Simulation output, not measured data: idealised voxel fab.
Process module heading - voxel double patterning
In the cross-section labelled cut, the width is 255 nm and each square cell is 5 nm.
Notation: cross-section as square-cell grid; stated in bands, top first, going down; one or more cell rows per band. This entry defines a band. It first specifies the height of the band's top and the height of its bottom in nm, and then specifies the band's materials from left to right, stating each material with its width in nm. The word "everywhere" identifies a single material that fills the band from edge to edge, while the word "blank" identifies empty space. Measure heights from 0. That's the level where, below it, the as-received wafer is all one material. The lowest band is bottomless and extends downward; write it as in "0 nm and below". The notation "30 to 40" denotes a width that varies across the rows of cells in the band, beginning at the first number in the top row, finishing at the second number in the bottom row, and changing by an identical amount from each row to the next. The designation "nothing was modified", where it is given for a processing step, indicates that no cell of the cross-section was altered in the course of that step. "Closed cavity list" specifies each empty space that is not open to the top and that occupies no fewer than 8 cells, using the form width x height at distance, the distance measured from the left edge and all three quantities in nm. Step line, after settings: the simulator's comment on this step. Regarding "overlay nm": on a step with a mask, it is the distance the mask lay to the right of its planned place; a negative value places it to the left.

STEPS PLANNED FOR THE PROCESS
| 1 | RECEIVE: material Si |
| 2 | CONFORMAL_DEP: material SiN, thk nm 10 |
| 3 | DIRECTIONAL_DEP: material SiO2, thk nm 15 |
| 4 | DIRECTIONAL_DEP: material SiCN, thk nm 5 |
| 5 | DIRECTIONAL_DEP: material aC, thk nm 10 |
| 6 | PATTERN: tone open, mask id FIRST, material resist, width nm 15, pitch nm 50, thk nm 25, overlay nm 0 |
| 7 | DIRECTIONAL_ETCH: etch materials aC, depth nm 10 |
| 8 | STRIP: etch materials resist |
| 9 | DIRECTIONAL_ETCH: etch materials SiCN, depth nm 5 |
| 10 | STRIP: etch materials aC |
| 11 | MASKED_ETCH: tone open, mask id SECOND, width nm 15, etch materials SiCN, depth nm 5, overlay nm 0 |
| 12 | DIRECTIONAL_ETCH: etch materials SiO2, depth nm 15 |
| 13 | STRIP: etch materials SiCN |

AS RECEIVED, AFTER STEP 1
	0 nm and below = Si everywhere
	Closed cavity list: none

CROSS-SECTIONAL RESULT AFTER MODULE COMPLETION. NOTE: STARTING CONDITION AND PLAN ARE UNCHANGED FROM ABOVE; ONE PROCESSING MISTAKE WAS MADE
	25 nm to 10 nm = 95 of SiO2  15 of blank  10 of SiO2  20 of blank  5 of SiO2  15 of blank  95 of SiO2
	10 nm to 0 nm = SiN everywhere
	0 nm and below = Si everywhere
	Closed cavity list: none
Nonconformance to the process plan: step 11 ran with different settings than intended, the actual operation and settings being MASKED_ETCH: tone open, mask id SECOND, width nm 20, etch materials SiCN, depth nm 5, overlay nm 0
